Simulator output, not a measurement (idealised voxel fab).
The process module that follows is named voxel wiring stack.
The width of the displayed cross-section, cut, is 260 nm; its cells are square, with a size of 5 nm.
A cross-section is a grid of square cells, given in bands from the top down. A band is one or more rows of cells. Per band: top height and bottom height in nm, followed by the left-to-right materials and their widths in nm; "full width" marks a single material spanning edge to edge, "empty" marks empty space. Measure heights from 0. That's the level where, below it, the as-received wafer is all one material. The lowest band is bottomless and extends downward; write it as in "0 and below". Note: "30->40" means the width goes from the first number (top row of the band) to the second number (bottom row) in equal steps per row of cells. When a step is marked "changes: none", none of the cells in the cross-section changed during that step. So "Enclosed voids" is basically the list of trapped voids: any empty space of 8 cells or more that can't reach the top through an opening. They're written width x height at distance, the distance being from the left edge, and it's all nm. If you see something after the settings on a step's line, that's the simulator's own remark about that step. overlay nm: on a step with a mask, how far right of its planned place the mask lay; negative means left.

## Steps planned for the process
1: RECEIVE, material Si
2: CONFORMAL_DEP, material SiO2, thk nm 10
3: CONFORMAL_DEP, material SiN, thk nm 5
4: DIRECTIONAL_DEP, material lowk, thk nm 20
5: PATTERN, tone open, mask id METAL_1, material resist, width nm 20, pitch nm 40, thk nm 15, overlay nm 0
6: DIRECTIONAL_ETCH, etch materials lowk, depth nm 20
7: DIRECTIONAL_ETCH, etch materials SiN, depth nm 5
8: STRIP, etch materials resist
9: CONFORMAL_DEP, material TiN, thk nm 5
10: FILL_DEP, material Cu, thk nm 10
11: CMP, height nm 35
12: EPI, material Ru, thk nm 5
13: FILL_DEP, material SiCN, thk nm 5
14: DIRECTIONAL_DEP, material SiO2, thk nm 15
15: MASKED_ETCH, tone open, mask id PLUG_1, width nm 15, pitch nm 40, etch materials SiO2, depth nm 15, overlay nm 0
16: MASKED_ETCH, tone open, mask id PLUG_1, width nm 15, pitch nm 40, etch materials SiCN, depth nm 5, overlay nm 0
17: EPI, material Ru, thk nm 10
18: EPI, material Ru, thk nm 10
19: CONFORMAL_DEP, material SiN, thk nm 5
20: DIRECTIONAL_DEP, material SiO2, thk nm 25
21: PATTERN, tone open, mask id METAL_2, material resist, width nm 20, pitch nm 40, thk nm 15, overlay nm 0
22: DIRECTIONAL_ETCH, etch materials SiO2, depth nm 25
23: DIRECTIONAL_ETCH, etch materials SiN, depth nm 5
24: STRIP, etch materials resist
25: CONFORMAL_DEP, material TiN, thk nm 5
26: FILL_DEP, material W, thk nm 5
27: CMP, height nm 90
28: EPI, material Ru, thk nm 5
29: FILL_DEP, material SiCN, thk nm 5
30: DIRECTIONAL_DEP, material lowk, thk nm 35
31: MASKED_ETCH, tone open, mask id METAL_3, width nm 20, pitch nm 40, etch materials lowk, depth nm 20, overlay nm 0
32: DIRECTIONAL_DEP, material aC, thk nm 15
33: PATTERN, tone open, mask id METAL_3_HOLES, material resist, width nm 15, pitch nm 80, thk nm 35, overlay nm 0
34: DIRECTIONAL_ETCH, etch materials aC, depth nm 15
35: STRIP, etch materials resist
36: DIRECTIONAL_ETCH, etch materials lowk, depth nm 15
37: DIRECTIONAL_ETCH, etch materials SiCN, depth nm 5
38: STRIP, etch materials aC
39: CONFORMAL_DEP, material TiN, thk nm 5
40: FILL_DEP, material Ru, thk nm 10
41: CMP, height nm 135
42: CONFORMAL_DEP, material SiCN, thk nm 5

## Cross-section of the incoming wafer, state after step 1
* 0 and below = Si full width
* Enclosed voids: none

## Final cross-section, module run with one mistake (start and plan as above)
* 140 down to 135 = SiCN full width
* 135 down to 120 = lowk 60 nm; TiN 5 nm; Ru 10 nm; TiN 5 nm; lowk 20 nm; TiN 5 nm; Ru 10 nm; TiN 5 nm; lowk 20 nm; TiN 5 nm; Ru 10 nm; TiN 5 nm; lowk 20 nm; TiN 5 nm; Ru 10 nm; TiN 5 nm; lowk 60 nm
* 120 down to 115 = lowk 60 nm; TiN 5 nm; Ru 5 nm; TiN 10 nm; lowk 20 nm; TiN 20 nm; lowk 20 nm; TiN 5 nm; Ru 5 nm; TiN 10 nm; lowk 20 nm; TiN 20 nm; lowk 60 nm
* 115 down to 100 = lowk 60 nm; TiN 5 nm; Ru 5 nm; TiN 5 nm; lowk 65 nm; TiN 5 nm; Ru 5 nm; TiN 5 nm; lowk 105 nm
* 100 down to 95 = SiCN 60 nm; TiN 15 nm; SiCN 65 nm; TiN 15 nm; SiCN 105 nm
* 95 down to 90 = SiCN 55 nm; Ru 30 nm; SiCN 10 nm; Ru 30 nm; SiCN 10 nm; Ru 30 nm; SiCN 10 nm; Ru 30 nm; SiCN 55 nm
* 90 down to 65 = SiO2 60 nm; TiN 5 nm; W 10 nm; TiN 5 nm; SiO2 20 nm; TiN 5 nm; W 10 nm; TiN 5 nm; SiO2 20 nm; TiN 5 nm; W 10 nm; TiN 5 nm; SiO2 20 nm; TiN 5 nm; W 10 nm; TiN 5 nm; SiO2 60 nm
* 65 down to 60 = SiN 60 nm; TiN 20 nm; SiN 20 nm; TiN 20 nm; SiN 20 nm; TiN 20 nm; SiN 20 nm; TiN 20 nm; SiN 60 nm
* 60 down to 45 = SiO2 60 nm; Ru 15 nm; SiO2 25 nm; Ru 15 nm; SiO2 25 nm; Ru 15 nm; SiO2 25 nm; Ru 15 nm; SiO2 65 nm
* 45 down to 35 = SiCN 60->55 nm; Ru 15->35 nm; SiCN 25->5 nm; Ru 15->35 nm; SiCN 25->5 nm; Ru 15->35 nm; SiCN 25->5 nm; Ru 15->35 nm; SiCN 65->50 nm
* 35 down to 15 = lowk 60 nm; TiN 5 nm; Cu 15 nm; TiN 5 nm; lowk 15 nm; TiN 5 nm; Cu 15 nm; TiN 5 nm; lowk 15 nm; TiN 5 nm; Cu 15 nm; TiN 5 nm; lowk 15 nm; TiN 5 nm; Cu 15 nm; TiN 5 nm; lowk 55 nm
* 15 down to 10 = SiN 60 nm; TiN 25 nm; SiN 15 nm; TiN 25 nm; SiN 15 nm; TiN 25 nm; SiN 15 nm; TiN 25 nm; SiN 55 nm
* 10 down to 0 = SiO2 full width
* 0 and below = Si full width
* Enclosed voids: none
Here's what went sideways: step 5 did not use the planned setting and instead ran as PATTERN, tone open, mask id METAL_1, material resist, width nm 25, pitch nm 40, thk nm 15, overlay nm 0
